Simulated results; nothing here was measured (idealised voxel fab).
Presented below is a process module, voxel self aligned vias.
Section cut is 245 nm wide and gridded with 5 nm square cells.
Reading order for cross-sections: top band down to bottom band. Underlying form: a grid of square cells. Band size: one or more rows of cells. Top height, bottom height, nm. Materials left to right, width each, nm. Single material + "all across" = fills band edge to edge. "empty" = empty. Counting heights begins at 0, where everything beneath is, in the wafer as received, one material. The lowest band has no bottom; it goes on downwards, as "from 0 down" shows. Per-row width for "30 to 40": begins at first number (top row of band), ends at second number (bottom row), increment between rows held constant. It should be understood that the words "nothing was modified", when stated for a given step, signify that the cross-section underwent no change in any of its cells during that step. "Closed void roster" lists enclosed empty spaces (at least 8 cells, no open path upward to the top), each as width x height at distance from the left edge, in nm. Whatever follows a step's settings on its line is a remark the simulator itself makes about that step. When a step includes a mask, the "overlay nm" setting on its line states how far to the right of its planned place that mask lay, and negative values state how far to the left.
**This section lists the process steps that were planned**
1: RECEIVE: material Si
2: CONFORMAL_DEP: material SiO2, thk nm 15
3: CONFORMAL_DEP: material SiCN, thk nm 5
4: DIRECTIONAL_DEP: material lowk, thk nm 20
5: DIRECTIONAL_DEP: material aC, thk nm 10
6: PATTERN: tone open, mask id LINES, material resist, width nm 30, pitch nm 70, thk nm 30, overlay nm 0
7: DIRECTIONAL_ETCH: etch materials aC, depth nm 10
8: STRIP: etch materials resist
9: DIRECTIONAL_ETCH: etch materials lowk, depth nm 20
10: STRIP: etch materials aC
11: CONFORMAL_DEP: material TiN, thk nm 5
12: FILL_DEP: material W, thk nm 10
13: CMP: height nm 40
14: SELECTIVE_ETCH: etch materials W Ru TiN, depth nm 10
15: FILL_DEP: material SiN, thk nm 10
16: CMP: height nm 40
17: DIRECTIONAL_DEP: material lowk, thk nm 20
18: PATTERN: tone open, mask id VIAS, material resist, width nm 40, pitch nm 70, thk nm 15, overlay nm 0
19: DIRECTIONAL_ETCH: etch materials lowk, depth nm 20
20: DIRECTIONAL_ETCH: etch materials SiN, depth nm 10
21: STRIP: etch materials resist
22: CONFORMAL_DEP: material TiN, thk nm 5
23: FILL_DEP: material Ru, thk nm 10
24: CMP: height nm 60
25: CONFORMAL_DEP: material SiCN, thk nm 5
**Wafer cross-section on receipt, i.e. after step 1**
* from 0 down = Si all across
* Closed void roster: none
**As-planned run: cross-section of the first of two wafers at end of module**
* from 65 to 60 = SiCN all across
* from 60 to 45 = lowk 30; TiN 5; Ru 30; TiN 5; lowk 30; TiN 5; Ru 30; TiN 5; lowk 30; TiN 5; Ru 30; TiN 5; lowk 35
* from 45 to 35 = lowk 30 to 35; TiN 10 to 5; Ru 20; TiN 10 to 5; lowk 30 to 40; TiN 10 to 5; Ru 20; TiN 10 to 5; lowk 30 to 40; TiN 10 to 5; Ru 20; TiN 10 to 5; lowk 35 to 40
* from 35 to 30 = lowk 35; TiN 30; lowk 40; TiN 30; lowk 40; TiN 30; lowk 40
* from 30 to 25 = lowk 35; TiN 5; W 20; TiN 5; lowk 40; TiN 5; W 20; TiN 5; lowk 40; TiN 5; W 20; TiN 5; lowk 40
* from 25 to 20 = lowk 35; TiN 30; lowk 40; TiN 30; lowk 40; TiN 30; lowk 40
* from 20 to 15 = SiCN all across
* from 15 to 0 = SiO2 all across
* from 0 down = Si all across
* Closed void roster: none
**Cross-section at end of module for the second wafer of two, which matched the first in starting point and plan and differed by one mistake in its processing**
* from 65 to 60 = SiCN all across
* from 60 to 45 = lowk 30; TiN 5; Ru 30; TiN 5; lowk 30; TiN 5; Ru 30; TiN 5; lowk 30; TiN 5; Ru 30; TiN 5; lowk 35
* from 45 to 40 = lowk 30; TiN 20; Ru 15; TiN 5; lowk 30; TiN 20; Ru 15; TiN 5; lowk 30; TiN 20; Ru 15; TiN 5; lowk 35
* from 40 to 35 = lowk 45; TiN 5; Ru 15; TiN 5; SiN 5; lowk 40; TiN 5; Ru 15; TiN 5; SiN 5; lowk 40; TiN 5; Ru 15; TiN 5; SiN 5; lowk 30
* from 35 to 30 = lowk 45; TiN 25; SiN 5; lowk 40; TiN 25; SiN 5; lowk 40; TiN 25; SiN 5; lowk 30
* from 30 to 25 = lowk 45; TiN 5; W 20; TiN 5; lowk 40; TiN 5; W 20; TiN 5; lowk 40; TiN 5; W 20; TiN 5; lowk 30
* from 25 to 20 = lowk 45; TiN 30; lowk 40; TiN 30; lowk 40; TiN 30; lowk 30
* from 20 to 15 = SiCN all across
* from 15 to 0 = SiO2 all across
* from 0 down = Si all across
* Closed void roster: none
The plan and the run diverged here: step 6 ran with different settings than intended, the actual operation and settings being PATTERN: tone open, mask id LINES, material resist, width nm 30, pitch nm 70, thk nm 30, overlay nm 10
Bottom line after processing is that, in cells, the second wafer is up or down on some materials versus the first: Ru -6, SiN +6
